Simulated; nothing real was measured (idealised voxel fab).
The name of this process module is voxel transistor to metal.
Cross-section cut spans 205 nm and uses square cells 5 nm in size.
Reading order for cross-sections: top band down to bottom band. Underlying form: a grid of square cells. Band size: one or more rows of cells. A band entry consists of two parts. The first gives the height of the band's top and the height of its bottom, in nm. The rest lists the band's materials from left to right, each with its width in nm. A single material labelled with the word "all across" fills the band from edge to edge, and the word "air" marks empty space. Below 0: as-received wafer, all one material; heights counted from there. Lowest band: no bottom, goes on down, written "0 and below". Width spec "30..40" -> top row of cells at first value, bottom row at second value, equal per-row change in between. "everything unchanged" -> step changed no cross-section cell. Voids not open to the top, 8 cells minimum: see "Closed empty spaces". Written width x height at distance; distance is from the left edge; nm. On a step's line, text after the settings is the simulator commenting on that step. "overlay nm" answers the question of how far to the right of plan the mask lay on a step that has a mask, and when it is negative the answer is to the left.
# Planned step list for the process
1,RECEIVE with material Si
2,CONFORMAL_DEP with material SiO2, thk nm 5
3,CONFORMAL_DEP with material SiN, thk nm 15
4,PATTERN with tone cover, mask id ACTIVE, material resist, width nm 105, thk nm 20, overlay nm 0
5,DIRECTIONAL_ETCH with etch materials SiN, depth nm 15
6,DIRECTIONAL_ETCH with etch materials SiO2, depth nm 5
7,DIRECTIONAL_ETCH with etch materials Si, depth nm 30
8,STRIP with etch materials resist
9,OXIDIZE with depth nm 5
10,FILL_DEP with material SiO2, thk nm 15
11,CMP with height nm 20
12,SELECTIVE_ETCH with etch materials SiO2, depth nm 15
13,STRIP with etch materials SiN
14,SELECTIVE_ETCH with etch materials SiO2, depth nm 5
15,OXIDIZE with depth nm 5
16,DIRECTIONAL_DEP with material polySi, thk nm 25
17,DIRECTIONAL_DEP with material SiCN, thk nm 10
18,PATTERN with tone cover, mask id GATE, material resist, width nm 25, thk nm 15, overlay nm 0
19,DIRECTIONAL_ETCH with etch materials SiCN, depth nm 20
20,DIRECTIONAL_ETCH with etch materials polySi, depth nm 35
21,STRIP with etch materials resist
22,CONFORMAL_DEP with material SiN, thk nm 10
23,DIRECTIONAL_ETCH with etch materials SiN, depth nm 10
24,DIRECTIONAL_ETCH with etch materials SiO2, depth nm 5
25,EPI with material nSi, thk nm 5
26,FILL_DEP with material SiO2, thk nm 10
27,CMP with height nm 25
28,STRIP with etch materials polySi
29,SELECTIVE_ETCH with etch materials SiO2, depth nm 5
30,CONFORMAL_DEP with material HfO2, thk nm 5
31,CONFORMAL_DEP with material TiN, thk nm 5
32,FILL_DEP with material W, thk nm 10
33,CMP with height nm 20
34,DIRECTIONAL_DEP with material SiO2, thk nm 15
35,MASKED_ETCH with tone open, mask id CONTACT, width nm 15, pitch nm 80, etch materials SiO2, depth nm 35, overlay nm 0
36,CONFORMAL_DEP with material TiN, thk nm 5
37,FILL_DEP with material W, thk nm 5
38,CMP with height nm 35
39,DIRECTIONAL_DEP with material TiN, thk nm 5
40,DIRECTIONAL_DEP with material W, thk nm 15
41,DIRECTIONAL_DEP with material aC, thk nm 10
42,PATTERN with tone cover, mask id METAL_1, material resist, width nm 15, pitch nm 80, thk nm 25, overlay nm 0
43,DIRECTIONAL_ETCH with etch materials aC, depth nm 10
44,STRIP with etch materials resist
45,DIRECTIONAL_ETCH with etch materials W, depth nm 15
46,DIRECTIONAL_ETCH with etch materials TiN, depth nm 5
47,STRIP with etch materials aC
48,CONFORMAL_DEP with material SiCN, thk nm 5
49,FILL_DEP with material SiO2, thk nm 10
50,CMP with height nm 55
51,CONFORMAL_DEP with material SiCN, thk nm 5
52,DIRECTIONAL_DEP with material SiO2, thk nm 30
53,MASKED_ETCH with tone open, mask id METAL_2, width nm 15, pitch nm 80, etch materials SiO2, depth nm 20, overlay nm 0
54,DIRECTIONAL_DEP with material aC, thk nm 15
55,PATTERN with tone open, mask id METAL_2_HOLES, material resist, width nm 15, pitch nm 80, thk nm 35, overlay nm 0
56,DIRECTIONAL_ETCH with etch materials aC, depth nm 15
57,STRIP with etch materials resist
58,DIRECTIONAL_ETCH with etch materials SiO2, depth nm 10
59,DIRECTIONAL_ETCH with etch materials SiCN, depth nm 5
60,STRIP with etch materials aC
61,CONFORMAL_DEP with material TiN, thk nm 5
62,FILL_DEP with material Cu, thk nm 5
63,CMP with height nm 90
64,CONFORMAL_DEP with material SiCN, thk nm 5
# Cross-section of the wafer upon arrival, representing the state reached after step 1
    0 and below  Si all across
    Closed empty spaces: none
# Module complete - cross-section of the first of two wafers, run according to plan
    95 down to 90  SiCN all across
    90 down to 60  SiO2=55; TiN=5; Cu=5; TiN=5; SiO2=65; TiN=5; Cu=5; TiN=5; SiO2=55
    60 down to 55  SiCN=55; TiN=15; SiCN=65; TiN=15; SiCN=55
    55 down to 40  SiO2=50; SiCN=5; W=15; SiCN=5; SiO2=55; SiCN=5; W=15; SiCN=5; SiO2=50
    40 down to 35  SiCN=55; TiN=15; SiCN=65; TiN=15; SiCN=55
    35 down to 20  SiO2=55; TiN=5; W=5; TiN=5; SiO2=65; TiN=5; W=5; TiN=5; SiO2=55
    20 down to 5  SiO2=55; TiN=5; W=5; TiN=5; SiO2=10; SiN=10; HfO2=5; TiN=5; W=5; TiN=5; HfO2=5; SiN=10; SiO2=10; TiN=5; W=5; TiN=5; SiO2=55
    5 down to 0  SiO2=55; TiN=15; SiO2=10; SiN=10; HfO2=5; TiN=15; HfO2=5; SiN=10; SiO2=10; TiN=15; SiO2=55
    0 down to -5  SiO2=50; nSi=30; SiO2=5; HfO2=35; SiO2=5; nSi=30; SiO2=50
    -5 down to -35  SiO2=55; Si=95; SiO2=55
    -35 and below  Si all across
    Closed empty spaces: none
# Cross-sectional view: second of two wafers, end of module; start and plan identical to the first, one mistake in running
    95 down to 90  SiCN all across
    90 down to 60  SiO2=55; TiN=5; Cu=5; TiN=5; SiO2=65; TiN=5; Cu=5; TiN=5; SiO2=55
    60 down to 55  SiCN=55; TiN=15; SiCN=65; TiN=15; SiCN=55
    55 down to 40  SiO2=50; SiCN=5; W=15; SiCN=5; SiO2=55; SiCN=5; W=15; SiCN=5; SiO2=50
    40 down to 35  SiCN=55; TiN=15; SiCN=65; TiN=15; SiCN=55
    35 down to 25  W=50; TiN=5; SiO2=15; TiN=5; W=55; TiN=5; SiO2=15; TiN=5; W=50
    25 down to 20  W=50; TiN=5; SiO2=15; TiN=65; SiO2=15; TiN=5; W=50
    20 down to 5  W=50; TiN=5; SiO2=15; TiN=10; SiN=10; HfO2=5; TiN=5; W=5; TiN=5; HfO2=5; SiN=10; TiN=10; SiO2=15; TiN=5; W=50
    5 down to 0  TiN=55; SiO2=15; TiN=10; SiN=10; HfO2=5; TiN=15; HfO2=5; SiN=10; TiN=10; SiO2=15; TiN=55
    0 down to -5  SiO2=50; nSi=30; SiO2=5; HfO2=35; SiO2=5; nSi=30; SiO2=50
    -5 down to -35  SiO2=55; Si=95; SiO2=55
    -35 and below  Si all across
    Closed empty spaces: none
Deviation noted in wafer processing: step 35 did not use the planned setting and instead ran as MASKED_ETCH with tone cover, mask id CONTACT, width nm 15, pitch nm 80, etch materials SiO2, depth nm 35, overlay nm 0
Materials where the second wafer ends with more or fewer cells than the first: SiO2: 167 fewer; TiN: 37 more; W: 130 more
